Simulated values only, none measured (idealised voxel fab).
process module | voxel wiring stack
In the cross-section labelled cut, the width is 235 nm and each square cell is 5 nm.
Bands, listed from the top down, are how a cross-section gets written in this document; the cross-section itself is a grid of square cells, and a band is one or more rows of them.
The band entry comprises the height of the band's top followed by the height of its bottom, expressed in nm, and subsequently the band's materials from left to right, each stated together with its width in nm. Where a single material is marked with the word "everywhere", that material fills the band from edge to edge. The word "empty" represents empty space.
All heights in this document are referenced to 0, defined as the level beneath which the wafer, as received, consists entirely of one material. The lowest band is not bounded below; it extends indefinitely downward and is written in the form "0..down".
Read "30..40" as a graded width: first number on top, second number at the bottom, same change between each pair of neighbouring rows.
When a step is marked "remains unaltered", none of the cells in the cross-section changed during that step.
Voids not open to the top, 8 cells minimum: see "Internal closed voids". Written width x height at distance; distance is from the left edge; nm.
That trailing text on a step's line, after the settings, is the simulator's own remark on the step.
What "overlay nm" on a step's line means: if the step has a mask, that mask lay this far to the right of its planned place, or, when the value is negative, to the left.

### List of planned process steps
1,RECEIVE with material Si
2,CONFORMAL_DEP with material SiO2, thk nm 10
3,DIRECTIONAL_DEP with material TiN, thk nm 5
4,DIRECTIONAL_DEP with material Ru, thk nm 15
5,DIRECTIONAL_DEP with material aC, thk nm 15
6,PATTERN with tone cover, mask id METAL_1, material resist, width nm 20, pitch nm 50, thk nm 30, overlay nm 0
7,DIRECTIONAL_ETCH with etch materials aC, depth nm 15
8,STRIP with etch materials resist
9,DIRECTIONAL_ETCH with etch materials Ru, depth nm 15
10,DIRECTIONAL_ETCH with etch materials TiN, depth nm 5
11,STRIP with etch materials aC
12,CONFORMAL_DEP with material SiCN, thk nm 5
13,FILL_DEP with material SiO2, thk nm 5
14,CMP with height nm 30
15,CONFORMAL_DEP with material SiCN, thk nm 5
16,DIRECTIONAL_DEP with material SiO2, thk nm 15
17,DIRECTIONAL_DEP with material aC, thk nm 10
18,PATTERN with tone open, mask id PLUG_1, material resist, width nm 15, pitch nm 50, thk nm 25, overlay nm 0
19,DIRECTIONAL_ETCH with etch materials aC, depth nm 10
20,STRIP with etch materials resist
21,DIRECTIONAL_ETCH with etch materials SiO2, depth nm 15
22,DIRECTIONAL_ETCH with etch materials SiCN, depth nm 5
23,STRIP with etch materials aC
24,CONFORMAL_DEP with material TiN, thk nm 5
25,FILL_DEP with material Ru, thk nm 5
26,CMP with height nm 50
27,CONFORMAL_DEP with material SiN, thk nm 5
28,DIRECTIONAL_DEP with material lowk, thk nm 25
29,MASKED_ETCH with tone open, mask id METAL_2, width nm 20, pitch nm 50, etch materials lowk, depth nm 25, overlay nm 0
30,MASKED_ETCH with tone open, mask id METAL_2, width nm 20, pitch nm 50, etch materials SiN, depth nm 5, overlay nm 0
31,CONFORMAL_DEP with material TiN, thk nm 5
32,FILL_DEP with material W, thk nm 5
33,CMP with height nm 80
34,CONFORMAL_DEP with material SiCN, thk nm 5
35,DIRECTIONAL_DEP with material SiO2, thk nm 30
36,DIRECTIONAL_DEP with material aC, thk nm 10
37,PATTERN with tone open, mask id METAL_3_HOLES, material resist, width nm 15, thk nm 30, overlay nm 0
38,DIRECTIONAL_ETCH with etch materials aC, depth nm 10
39,STRIP with etch materials resist
40,DIRECTIONAL_ETCH with etch materials SiO2, depth nm 30
41,STRIP with etch materials aC
42,MASKED_ETCH with tone open, mask id METAL_3, width nm 20, pitch nm 50, etch materials SiO2, depth nm 15, overlay nm 0
43,MASKED_ETCH with tone open, mask id METAL_3, width nm 20, pitch nm 50, etch materials SiCN, depth nm 5, overlay nm 0
44,CONFORMAL_DEP with material TiN, thk nm 5
45,FILL_DEP with material Ru, thk nm 5
46,CMP with height nm 115
47,CONFORMAL_DEP with material SiN, thk nm 5

### Of two wafers, the first: run according to plan

### As received (post step 1): cross-section
	0..down  Si everywhere
	Internal closed voids: none

### Cross-sectional representation of the wafer at the conclusion of step 2
	10..0  SiO2 everywhere
	Everything under 0 stays put, no change at all.

### Cross-sectional representation of the wafer at the conclusion of step 3
	15..10  TiN everywhere
	Everything under 10 stays put, no change at all.

### Cross-sectional representation of the wafer at the conclusion of step 4
	30..15  Ru everywhere
	Everything under 15 stays put, no change at all.

### Cross-sectional representation of the wafer at the conclusion of step 5
	45..30  aC everywhere
	Everything under 30 stays put, no change at all.

### Cross-sectional representation of the wafer at the conclusion of step 6
	75..45  empty 80  resist 20  empty 30  resist 20  empty 85
	Everything under 45 stays put, no change at all.

### Cross-sectional representation of the wafer at the conclusion of step 7
	60..45  empty 80  resist 20  empty 30  resist 20  empty 85
	45..30  empty 80  aC 20  empty 30  aC 20  empty 85
	Everything under 30 stays put, no change at all.

### Cross-sectional representation of the wafer at the conclusion of step 8
	45..30  empty 80  aC 20  empty 30  aC 20  empty 85
	Everything under 30 stays put, no change at all.

### Cross-sectional representation of the wafer at the conclusion of step 9
	45..30  empty 80  aC 20  empty 30  aC 20  empty 85
	30..15  empty 80  Ru 20  empty 30  Ru 20  empty 85
	Everything under 15 stays put, no change at all.

### Cross-sectional representation of the wafer at the conclusion of step 10
	45..30  empty 80  aC 20  empty 30  aC 20  empty 85
	30..15  empty 80  Ru 20  empty 30  Ru 20  empty 85
	15..10  empty 80  TiN 20  empty 30  TiN 20  empty 85
	Everything under 10 stays put, no change at all.

### Cross-sectional representation of the wafer at the conclusion of step 11
	30..15  empty 80  Ru 20  empty 30  Ru 20  empty 85
	Everything under 15 stays put, no change at all.

### Cross-sectional representation of the wafer at the conclusion of step 12
	35..30  empty 75  SiCN 30  empty 20  SiCN 30  empty 80
	30..15  empty 75  SiCN 5  Ru 20  SiCN 5  empty 20  SiCN 5  Ru 20  SiCN 5  empty 80
	15..10  SiCN 80  TiN 20  SiCN 30  TiN 20  SiCN 85
	Everything under 10 stays put, no change at all.

### Cross-sectional representation of the wafer at the conclusion of step 13
	40..35  SiO2 everywhere
	35..30  SiO2 75  SiCN 30  SiO2 20  SiCN 30  SiO2 80
	30..15  SiO2 75  SiCN 5  Ru 20  SiCN 5  SiO2 20  SiCN 5  Ru 20  SiCN 5  SiO2 80
	Everything under 15 stays put, no change at all.

### Cross-sectional representation of the wafer at the conclusion of step 14
	30..15  SiO2 75  SiCN 5  Ru 20  SiCN 5  SiO2 20  SiCN 5  Ru 20  SiCN 5  SiO2 80
	Everything under 15 stays put, no change at all.

### Cross-sectional representation of the wafer at the conclusion of step 15
	35..30  SiCN everywhere
	Everything under 30 stays put, no change at all.

### Cross-sectional representation of the wafer at the conclusion of step 16
	50..35  SiO2 everywhere
	Everything under 35 stays put, no change at all.

### Cross-sectional representation of the wafer at the conclusion of step 17
	60..50  aC everywhere
	Everything under 50 stays put, no change at all.

### Cross-sectional representation of the wafer at the conclusion of step 18
	85..60  resist 80  empty 15  resist 35  empty 15  resist 90
	Everything under 60 stays put, no change at all.

### Cross-sectional representation of the wafer at the conclusion of step 19
	75..60  resist 80  empty 15  resist 35  empty 15  resist 90
	60..50  aC 80  empty 15  aC 35  empty 15  aC 90
	Everything under 50 stays put, no change at all.

### Cross-sectional representation of the wafer at the conclusion of step 20
	60..50  aC 80  empty 15  aC 35  empty 15  aC 90
	Everything under 50 stays put, no change at all.

### Cross-sectional representation of the wafer at the conclusion of step 21
	60..50  aC 80  empty 15  aC 35  empty 15  aC 90
	50..35  SiO2 80  empty 15  SiO2 35  empty 15  SiO2 90
	Everything under 35 stays put, no change at all.

### Cross-sectional representation of the wafer at the conclusion of step 22
	60..50  aC 80  empty 15  aC 35  empty 15  aC 90
	50..35  SiO2 80  empty 15  SiO2 35  empty 15  SiO2 90
	35..30  SiCN 80  empty 15  SiCN 35  empty 15  SiCN 90
	Everything under 30 stays put, no change at all.

### Cross-sectional representation of the wafer at the conclusion of step 23
	50..35  SiO2 80  empty 15  SiO2 35  empty 15  SiO2 90
	Everything under 35 stays put, no change at all.

### Cross-sectional representation of the wafer at the conclusion of step 24
	55..50  TiN 85  empty 5  TiN 45  empty 5  TiN 95
	50..35  SiO2 80  TiN 5  empty 5  TiN 5  SiO2 35  TiN 5  empty 5  TiN 5  SiO2 90
	35..30  SiCN 80  TiN 15  SiCN 35  TiN 15  SiCN 90
	Everything under 30 stays put, no change at all.

### Cross-sectional representation of the wafer at the conclusion of step 25
	60..55  Ru everywhere
	55..50  TiN 85  Ru 5  TiN 45  Ru 5  TiN 95
	50..35  SiO2 80  TiN 5  Ru 5  TiN 5  SiO2 35  TiN 5  Ru 5  TiN 5  SiO2 90
	Everything under 35 stays put, no change at all.

### Cross-sectional representation of the wafer at the conclusion of step 26
	50..35  SiO2 80  TiN 5  Ru 5  TiN 5  SiO2 35  TiN 5  Ru 5  TiN 5  SiO2 90
	Everything under 35 stays put, no change at all.

### Cross-sectional representation of the wafer at the conclusion of step 27
	55..50  SiN everywhere
	Everything under 50 stays put, no change at all.

### Cross-sectional representation of the wafer at the conclusion of step 28
	80..55  lowk everywhere
	Everything under 55 stays put, no change at all.

### Cross-sectional representation of the wafer at the conclusion of step 29
	80..55  lowk 80  empty 20  lowk 30  empty 20  lowk 85
	Everything under 55 stays put, no change at all.

### Cross-sectional representation of the wafer at the conclusion of step 30
	80..55  lowk 80  empty 20  lowk 30  empty 20  lowk 85
	55..50  SiN 80  empty 20  SiN 30  empty 20  SiN 85
	Everything under 50 stays put, no change at all.

### Cross-sectional representation of the wafer at the conclusion of step 31
	85..80  TiN 85  empty 10  TiN 40  empty 10  TiN 90
	80..55  lowk 80  TiN 5  empty 10  TiN 5  lowk 30  TiN 5  empty 10  TiN 5  lowk 85
	55..50  SiN 80  TiN 20  SiN 30  TiN 20  SiN 85
	Everything under 50 stays put, no change at all.

### Cross-sectional representation of the wafer at the conclusion of step 32
	90..85  W everywhere
	85..80  TiN 85  W 10  TiN 40  W 10  TiN 90
	80..55  lowk 80  TiN 5  W 10  TiN 5  lowk 30  TiN 5  W 10  TiN 5  lowk 85
	Everything under 55 stays put, no change at all.

### Cross-sectional representation of the wafer at the conclusion of step 33
	80..55  lowk 80  TiN 5  W 10  TiN 5  lowk 30  TiN 5  W 10  TiN 5  lowk 85
	Everything under 55 stays put, no change at all.

### Cross-sectional representation of the wafer at the conclusion of step 34
	85..80  SiCN everywhere
	Everything under 80 stays put, no change at all.

### Cross-sectional representation of the wafer at the conclusion of step 35
	115..85  SiO2 everywhere
	Everything under 85 stays put, no change at all.

### Cross-sectional representation of the wafer at the conclusion of step 36
	125..115  aC everywhere
	Everything under 115 stays put, no change at all.

### Cross-sectional representation of the wafer at the conclusion of step 37
	155..125  resist 80  empty 15  resist 140
	Everything under 125 stays put, no change at all.

### Cross-sectional representation of the wafer at the conclusion of step 38
	145..125  resist 80  empty 15  resist 140
	125..115  aC 80  empty 15  aC 140
	Everything under 115 stays put, no change at all.

### Cross-sectional representation of the wafer at the conclusion of step 39
	125..115  aC 80  empty 15  aC 140
	Everything under 115 stays put, no change at all.

### Cross-sectional representation of the wafer at the conclusion of step 40
	125..115  aC 80  empty 15  aC 140
	115..85  SiO2 80  empty 15  SiO2 140
	Everything under 85 stays put, no change at all.

### Cross-sectional representation of the wafer at the conclusion of step 41
	115..85  SiO2 80  empty 15  SiO2 140
	Everything under 85 stays put, no change at all.

### Cross-sectional representation of the wafer at the conclusion of step 42
	115..100  SiO2 80  empty 20  SiO2 30  empty 20  SiO2 85
	Everything under 100 stays put, no change at all.

### Cross-sectional representation of the wafer at the conclusion of step 43
	115..100  SiO2 80  empty 20  SiO2 30  empty 20  SiO2 85
	100..85  SiO2 80  empty 15  SiO2 140
	85..80  SiCN 80  empty 15  SiCN 140
	Everything under 80 stays put, no change at all.

### Cross-sectional representation of the wafer at the conclusion of step 44
	120..115  TiN 85  empty 10  TiN 40  empty 10  TiN 90
	115..105  SiO2 80  TiN 5  empty 10  TiN 5  SiO2 30  TiN 5  empty 10  TiN 5  SiO2 85
	105..100  SiO2 80  TiN 5  empty 5  TiN 10  SiO2 30  TiN 20  SiO2 85
	100..85  SiO2 80  TiN 5  empty 5  TiN 5  SiO2 140
	85..80  SiCN 80  TiN 15  SiCN 140
	Everything under 80 stays put, no change at all.

### Cross-sectional representation of the wafer at the conclusion of step 45
	125..120  Ru everywhere
	120..115  TiN 85  Ru 10  TiN 40  Ru 10  TiN 90
	115..105  SiO2 80  TiN 5  Ru 10  TiN 5  SiO2 30  TiN 5  Ru 10  TiN 5  SiO2 85
	105..100  SiO2 80  TiN 5  Ru 5  TiN 10  SiO2 30  TiN 20  SiO2 85
	100..85  SiO2 80  TiN 5  Ru 5  TiN 5  SiO2 140
	Everything under 85 stays put, no change at all.

### Cross-sectional representation of the wafer at the conclusion of step 46
	115..105  SiO2 80  TiN 5  Ru 10  TiN 5  SiO2 30  TiN 5  Ru 10  TiN 5  SiO2 85
	Everything under 105 stays put, no change at all.

### Cross-sectional representation of the wafer at the conclusion of step 47
	120..115  SiN everywhere
	Everything under 115 stays put, no change at all.

### Second wafer - shared start and plan with the first - one error in running - same as the first up to step 33 inclusive

### Cross-section of the second wafer at the time by which step 34 should have been completed according to the plan
	85..80  lowk everywhere
	Everything under 80 stays put, no change at all.

### Cross-section of the second wafer at the time by which step 35 should have been completed according to the plan
	115..85  SiO2 everywhere
	Everything under 85 stays put, no change at all.

### Cross-section of the second wafer at the time by which step 36 should have been completed according to the plan
	125..115  aC everywhere
	Everything under 115 stays put, no change at all.

### Cross-section of the second wafer at the time by which step 37 should have been completed according to the plan
	155..125  resist 80  empty 15  resist 140
	Everything under 125 stays put, no change at all.

### Cross-section of the second wafer at the time by which step 38 should have been completed according to the plan
	145..125  resist 80  empty 15  resist 140
	125..115  aC 80  empty 15  aC 140
	Everything under 115 stays put, no change at all.

### Cross-section of the second wafer at the time by which step 39 should have been completed according to the plan
	125..115  aC 80  empty 15  aC 140
	Everything under 115 stays put, no change at all.

### Cross-section of the second wafer at the time by which step 40 should have been completed according to the plan
	125..115  aC 80  empty 15  aC 140
	115..85  SiO2 80  empty 15  SiO2 140
	Everything under 85 stays put, no change at all.

### Cross-section of the second wafer at the time by which step 41 should have been completed according to the plan
	115..85  SiO2 80  empty 15  SiO2 140
	Everything under 85 stays put, no change at all.

### Cross-section of the second wafer at the time by which step 42 should have been completed according to the plan
	115..100  SiO2 80  empty 20  SiO2 30  empty 20  SiO2 85
	Everything under 100 stays put, no change at all.

Cross-section of the second wafer at the time by which step 43 should have been completed according to the plan: remains unaltered

### Cross-section of the second wafer at the time by which step 44 should have been completed according to the plan
	120..115  TiN 85  empty 10  TiN 40  empty 10  TiN 90
	115..105  SiO2 80  TiN 5  empty 10  TiN 5  SiO2 30  TiN 5  empty 10  TiN 5  SiO2 85
	105..100  SiO2 80  TiN 5  empty 5  TiN 10  SiO2 30  TiN 20  SiO2 85
	100..90  SiO2 80  TiN 5  empty 5  TiN 5  SiO2 140
	90..85  SiO2 80  TiN 15  SiO2 140
	Everything under 85 stays put, no change at all.

### Cross-section of the second wafer at the time by which step 45 should have been completed according to the plan
	125..120  Ru everywhere
	120..115  TiN 85  Ru 10  TiN 40  Ru 10  TiN 90
	115..105  SiO2 80  TiN 5  Ru 10  TiN 5  SiO2 30  TiN 5  Ru 10  TiN 5  SiO2 85
	105..100  SiO2 80  TiN 5  Ru 5  TiN 10  SiO2 30  TiN 20  SiO2 85
	100..90  SiO2 80  TiN 5  Ru 5  TiN 5  SiO2 140
	Everything under 90 stays put, no change at all.

### Cross-section of the second wafer at the time by which step 46 should have been completed according to the plan
	115..105  SiO2 80  TiN 5  Ru 10  TiN 5  SiO2 30  TiN 5  Ru 10  TiN 5  SiO2 85
	Everything under 105 stays put, no change at all.

### Cross-section of the second wafer at the time by which step 47 should have been completed according to the plan
	120..115  SiN everywhere
	Everything under 115 stays put, no change at all.
Heads up, the wafer didn't run the way we planned it: step 34 off recipe, ran as CONFORMAL_DEP with material lowk, thk nm 5
It is noted that, at the conclusion of processing, the second wafer exhibits a higher or lower cell count for certain materials relative to the first: -1 Ru; -44 SiCN; -2 TiN; +47 lowk
